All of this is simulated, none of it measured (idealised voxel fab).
A process module follows: voxel plated lines.
Section shown: cut. Width: 185 nm. Cell size: 5 nm, square.
Just so we're on the same page, the cross-sections are grids of square cells, and they're listed out in bands top to bottom, each band one or more rows deep.
It is stipulated that each band's entry specify, in nanometres, the height of the top of the band and then that of its bottom, followed by the materials of the band in left-to-right sequence, each together with its width in nanometres. A single material marked by the word "all across" is understood to fill the band from edge to edge; the word "empty" is understood to denote empty space.
Convention: height 0 is the level below which the wafer, as received, is all one material. The lowest band does not terminate at the bottom but continues downward, represented as "from 0 down".
A width given as "30 to 40" starts at the first number in the band's top row and ends at the second number in its bottom row, shifting by an equal amount at every step from row to row.
Given "left unchanged" for a step, no cell of the cross-section differs between before and after that step.
"Closed cavity list" means: voids of 8 cells or more that are shut off from the top with no open way through. Written width x height at distance, distance from the left edge, in nm.
Formally, on a step line, whatever follows the settings is a remark that the simulator itself makes on the step.
overlay nm: how far to the right of its planned place the mask lay on this masked step (negative: to the left).
-- Intended process steps
- 1: RECEIVE | material Si
- 2: CONFORMAL_DEP | material Al2O3 | thk nm 15
- 3: DIRECTIONAL_DEP | material TiN | thk nm 5
- 4: PATTERN | tone open | mask id LINES | material resist | width nm 25 | pitch nm 55 | thk nm 30 | overlay nm 0
- 5: EPI | material Ru | thk nm 5
- 6: EPI | material Ru | thk nm 10
- 7: STRIP | etch materials resist
- 8: DIRECTIONAL_ETCH | etch materials TiN | depth nm 5
- 9: CONFORMAL_DEP | material SiN | thk nm 10
-- First of two wafers, processed according to plan
-- Cross-section of the wafer as it came to us, i.e., already through step 1
	from 0 down | Si all across
	Closed cavity list: none
-- So this is the wafer cross-section right after step 2
	from 15 to 0 | Al2O3 all across
	Below a height of 0, the structure has not been altered.
-- So this is the wafer cross-section right after step 3
	from 20 to 15 | TiN all across
	Below a height of 15, the structure has not been altered.
-- So this is the wafer cross-section right after step 4
	from 50 to 20 | resist (50), empty (25), resist (30), empty (25), resist (55)
	Below a height of 20, the structure has not been altered.
-- So this is the wafer cross-section right after step 5
	from 50 to 25 | resist (50), empty (25), resist (30), empty (25), resist (55)
	from 25 to 20 | resist (50), Ru (25), resist (30), Ru (25), resist (55)
	Below a height of 20, the structure has not been altered.
-- So this is the wafer cross-section right after step 6
	from 50 to 35 | resist (50), empty (25), resist (30), empty (25), resist (55)
	from 35 to 20 | resist (50), Ru (25), resist (30), Ru (25), resist (55)
	Below a height of 20, the structure has not been altered.
-- So this is the wafer cross-section right after step 7
	from 35 to 20 | empty (50), Ru (25), empty (30), Ru (25), empty (55)
	Below a height of 20, the structure has not been altered.
-- So this is the wafer cross-section right after step 8
	from 35 to 20 | empty (50), Ru (25), empty (30), Ru (25), empty (55)
	from 20 to 15 | empty (50), TiN (25), empty (30), TiN (25), empty (55)
	Below a height of 15, the structure has not been altered.
-- So this is the wafer cross-section right after step 9
	from 45 to 35 | empty (40), SiN (45), empty (10), SiN (45), empty (45)
	from 35 to 25 | empty (40), SiN (10), Ru (25), SiN (10), empty (10), SiN (10), Ru (25), SiN (10), empty (45)
	from 25 to 20 | SiN (50), Ru (25), SiN (30), Ru (25), SiN (55)
	from 20 to 15 | SiN (50), TiN (25), SiN (30), TiN (25), SiN (55)
	Below a height of 15, the structure has not been altered.
-- It is to be noted that the second wafer proceeded from the same initial state and according to the same plan as the first, although one mistake was committed in its execution; through step 5, inclusive, the two wafers share an identical history
-- Second wafer, sectioned view, at step 6's planned end time
	from 25 to 20 | empty (50), Ru (25), empty (30), Ru (25), empty (55)
	Below a height of 20, the structure has not been altered.
-- Second wafer, sectioned view, at step 7's planned end time
	from 35 to 30 | empty (40), Ru (45), empty (10), Ru (45), empty (45)
	from 30 to 20 | Ru all across
	Below a height of 20, the structure has not been altered.
Second wafer, sectioned view, at step 8's planned end time: left unchanged
-- Second wafer, sectioned view, at step 9's planned end time
	from 45 to 40 | empty (30), SiN (120), empty (35)
	from 40 to 35 | SiN all across
	from 35 to 30 | SiN (40), Ru (45), SiN (10), Ru (45), SiN (45)
	Below a height of 30, the structure has not been altered.
Deviation from plan: step 6 ran in the slot meant for step 7, and vice versa
Cell-count delta at end, second wafer over first, by material: Ru +62 | SiN -26 | TiN +27
